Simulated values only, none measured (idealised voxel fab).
process module | voxel gate over fins
cross-section cut | 285 nm wide | cells 5 nm
A cross-section is a grid of square cells, given in bands from the top down. A band is one or more rows of cells.
Each band's line starts with the height of the band's top and of its bottom, in nm. Then come its materials from left to right, each with its width in nm. One material with "throughout" fills the band from edge to edge. "air" is empty space.
Height 0 is the level under which the wafer as received is all one material. The lowest band goes on downwards, as in "0 down".
A width such as "30 to 40" changes by the same amount from each row of cells to the next, from the band's top row to its bottom row.
"no change" after a step means that no cell of the cross-section changed.
closed voids: empty space of 8 cells or more with no open way to the top, each as width x height at its distance from the left edge, in nm
after a step's settings: what the simulator itself notes on the step
overlay nm, on a step with a mask: how far to the right of its planned place the mask lay; to the left if negative
plan
1 op RECEIVE | material Si
2 op CONFORMAL_DEP | material SiN | thk nm 10
3 op MASKED_ETCH | tone cover | mask id FINS | width nm 15 | pitch nm 35 | etch materials SiN | depth nm 10 | overlay nm 0
4 op MASKED_ETCH | tone cover | mask id FINS | width nm 15 | pitch nm 35 | etch materials Si | depth nm 30 | overlay nm 0
5 op OXIDIZE | depth nm 5
6 op FILL_DEP | material SiO2 | thk nm 15
7 op CMP | height nm 10
8 op SELECTIVE_ETCH | etch materials SiO2 | depth nm 25
9 op STRIP | etch materials SiN
10 op CONFORMAL_DEP | material HfO2 | thk nm 5
11 op CONFORMAL_DEP | material TiN | thk nm 5
12 op CONFORMAL_DEP | material TiAl | thk nm 5
13 op CONFORMAL_DEP | material TiN | thk nm 5
14 op FILL_DEP | material W | thk nm 10
15 op CMP | height nm 25
16 op CONFORMAL_DEP | material SiN | thk nm 5
as received, after step 1
  0 down: Si throughout
  closed voids: none
first wafer at the end, as planned
  30 to 25: SiN throughout
  25 to 20: W throughout
  20 to 15: W 100 | TiN 80 | W 105
  15 to 10: W 100 | TiN 5 | TiAl 70 | TiN 5 | W 105
  10 to 5: W 100 | TiN 5 | TiAl 5 | TiN 25 | TiAl 10 | TiN 25 | TiAl 5 | TiN 5 | W 105
  5 to 0: TiN 105 | TiAl 5 | TiN 5 | HfO2 15 | TiN 5 | TiAl 10 | TiN 5 | HfO2 15 | TiN 5 | TiAl 5 | TiN 110
  0 to -5: TiAl 110 | TiN 5 | HfO2 5 | Si 5 | HfO2 5 | TiN 5 | TiAl 10 | TiN 5 | HfO2 5 | Si 5 | HfO2 5 | TiN 5 | TiAl 115
  -5 to -10: TiN 115 | HfO2 5 | Si 5 | HfO2 5 | TiN 20 | HfO2 5 | Si 5 | HfO2 5 | TiN 120
  -10 to -15: HfO2 120 | Si 5 | HfO2 30 | Si 5 | HfO2 125
  -15 to -35: SiO2 120 | Si 5 | SiO2 30 | Si 5 | SiO2 125
  -35 down: Si throughout
  closed voids: none
second wafer at the end: like start, like plan, one mistake
  30 to 25: SiN throughout
  25 to 20: W throughout
  20 to 15: TiN throughout
  15 to 10: TiAl throughout
  10 to 5: TiN 120 | TiAl 5 | TiN 30 | TiAl 5 | TiN 125
  5 to 0: HfO2 115 | TiN 15 | HfO2 20 | TiN 15 | HfO2 120
  0 to -5: Si 110 | HfO2 25 | Si 10 | HfO2 25 | Si 115
  -5 down: Si throughout
  closed voids: none
what went wrong: step 3 ran as: op MASKED_ETCH | tone open | mask id FINS | width nm 15 | pitch nm 35 | etch materials SiN | depth nm 10 | overlay nm 0
at the end the second wafer has, in cells: 8 fewer of HfO2 | 375 more of Si | 220 fewer of SiO2 | 10 fewer of TiAl | 14 fewer of TiN | 123 fewer of W
